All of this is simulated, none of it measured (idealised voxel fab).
The process module that follows is named voxel transistor to metal.
It is cross-section cut that appears here, measuring 185 nm in width, its square cells being 5 nm in size.
Cross-section = grid of square cells, listed top down in bands; band = one or more rows.
Heads up on the band format: heights come first, top then bottom, in nm. After that it's the materials left to right, each with its width in nm. A single material flagged "edge to edge" fills the whole band edge to edge, and "air" means there's empty space there.
Height datum 0, below which the as-received substrate wafer is one material. Lowest band open at the bottom, running downward: "0..down".
Think of "30 to 40" as a width that walks from the first number to the second as you go down the band, top row to bottom row, taking equal-sized steps from row to row.
Step note "all unchanged" = no cross-section cell changed.
"Internal closed voids" means: voids of 8 cells or more that are shut off from the top with no open way through. Written width x height at distance, distance from the left edge, in nm.
Whatever follows a step's settings on its line is a remark the simulator itself makes about that step.
overlay nm: mask offset rightward from planned place, masked step; negative means leftward offset.

Process steps foreseen in the plan:
1: RECEIVE,material Si
2: CONFORMAL_DEP,material SiO2,thk nm 5
3: CONFORMAL_DEP,material SiN,thk nm 10
4: MASKED_ETCH,tone cover,mask id ACTIVE,width nm 120,etch materials SiN,depth nm 10,overlay nm 0
5: MASKED_ETCH,tone cover,mask id ACTIVE,width nm 120,etch materials SiO2,depth nm 5,overlay nm 0
6: MASKED_ETCH,tone cover,mask id ACTIVE,width nm 120,etch materials Si,depth nm 20,overlay nm 0
7: OXIDIZE,depth nm 5
8: FILL_DEP,material SiO2,thk nm 5
9: CMP,height nm 15
10: SELECTIVE_ETCH,etch materials SiO2,depth nm 10
11: STRIP,etch materials SiN
12: SELECTIVE_ETCH,etch materials SiO2,depth nm 5
13: OXIDIZE,depth nm 5
14: DIRECTIONAL_DEP,material polySi,thk nm 25
15: DIRECTIONAL_DEP,material SiCN,thk nm 10
16: MASKED_ETCH,tone cover,mask id GATE,width nm 30,etch materials SiCN,depth nm 20,overlay nm 0
17: MASKED_ETCH,tone cover,mask id GATE,width nm 30,etch materials polySi,depth nm 35,overlay nm 0
18: CONFORMAL_DEP,material SiO2,thk nm 5
19: DIRECTIONAL_ETCH,etch materials SiO2,depth nm 5
20: CONFORMAL_DEP,material SiN,thk nm 5
21: DIRECTIONAL_ETCH,etch materials SiN,depth nm 5
22: DIRECTIONAL_ETCH,etch materials SiO2,depth nm 5
23: DIRECTIONAL_ETCH,etch materials Si,depth nm 15
24: EPI,material SiGe,thk nm 20
25: FILL_DEP,material SiO2,thk nm 10
26: CMP,height nm 25
27: STRIP,etch materials polySi
28: SELECTIVE_ETCH,etch materials SiO2,depth nm 5
29: CONFORMAL_DEP,material HfO2,thk nm 5
30: CONFORMAL_DEP,material TiN,thk nm 5
31: FILL_DEP,material W,thk nm 10
32: CMP,height nm 20
33: DIRECTIONAL_DEP,material SiO2,thk nm 10
34: DIRECTIONAL_DEP,material aC,thk nm 10
35: PATTERN,tone open,mask id CONTACT,material resist,width nm 20,pitch nm 90,thk nm 25,overlay nm 0
36: DIRECTIONAL_ETCH,etch materials aC,depth nm 10
37: STRIP,etch materials resist
38: DIRECTIONAL_ETCH,etch materials SiO2,depth nm 30
39: STRIP,etch materials aC
40: CONFORMAL_DEP,material TiN,thk nm 5
41: FILL_DEP,material Ru,thk nm 5
42: CMP,height nm 30
43: CONFORMAL_DEP,material SiCN,thk nm 5
44: DIRECTIONAL_DEP,material lowk,thk nm 25
45: DIRECTIONAL_DEP,material aC,thk nm 15
46: PATTERN,tone open,mask id METAL_1,material resist,width nm 20,pitch nm 90,thk nm 35,overlay nm 0
47: DIRECTIONAL_ETCH,etch materials aC,depth nm 15
48: STRIP,etch materials resist
49: DIRECTIONAL_ETCH,etch materials lowk,depth nm 25
50: DIRECTIONAL_ETCH,etch materials SiCN,depth nm 5
51: STRIP,etch materials aC
52: CONFORMAL_DEP,material TiN,thk nm 5
53: FILL_DEP,material Ru,thk nm 5
54: CMP,height nm 60
55: CONFORMAL_DEP,material SiCN,thk nm 5

The cross-section here shows the wafer as received, i.e. in its state after step 1:
* 0..down: Si edge to edge
* Internal closed voids: none

Here's the wafer cut in cross-section after the module, started and planned just like above, except one thing was done wrong in the run:
* 65..60: SiCN edge to edge
* 60..35: lowk 35 nm  TiN 5 nm  Ru 10 nm  TiN 5 nm  lowk 70 nm  TiN 5 nm  Ru 10 nm  TiN 5 nm  lowk 40 nm
* 35..30: SiCN 35 nm  TiN 20 nm  SiCN 70 nm  TiN 20 nm  SiCN 40 nm
* 30..20: SiO2 35 nm  TiN 5 nm  Ru 10 nm  TiN 5 nm  SiO2 70 nm  TiN 5 nm  Ru 10 nm  TiN 5 nm  SiO2 40 nm
* 20..15: SiO2 35 nm  TiN 20 nm  SiO2 10 nm  SiN 5 nm  HfO2 5 nm  TiN 5 nm  W 20 nm  TiN 5 nm  HfO2 5 nm  SiN 5 nm  SiO2 10 nm  TiN 20 nm  SiO2 40 nm
* 15..5: SiO2 35 nm  TiN 10 nm  SiGe 20 nm  SiN 5 nm  HfO2 5 nm  TiN 5 nm  W 20 nm  TiN 5 nm  HfO2 5 nm  SiN 5 nm  SiGe 20 nm  TiN 10 nm  SiO2 40 nm
* 5..0: SiO2 35 nm  TiN 10 nm  SiGe 20 nm  SiN 5 nm  HfO2 5 nm  TiN 30 nm  HfO2 5 nm  SiN 5 nm  SiGe 20 nm  TiN 10 nm  SiO2 40 nm
* 0..-5: SiO2 45 nm  SiGe 20 nm  SiO2 5 nm  HfO2 40 nm  SiO2 5 nm  SiGe 20 nm  SiO2 50 nm
* -5..-25: SiO2 35 nm  SiGe 30 nm  Si 50 nm  SiGe 30 nm  SiO2 40 nm
* -25..-35: Si 35 nm  SiGe 30 nm  Si 50 nm  SiGe 30 nm  Si 40 nm
* -35..down: Si edge to edge
* Internal closed voids: none
Want to know what went wrong? the plan's step 23 ran twice
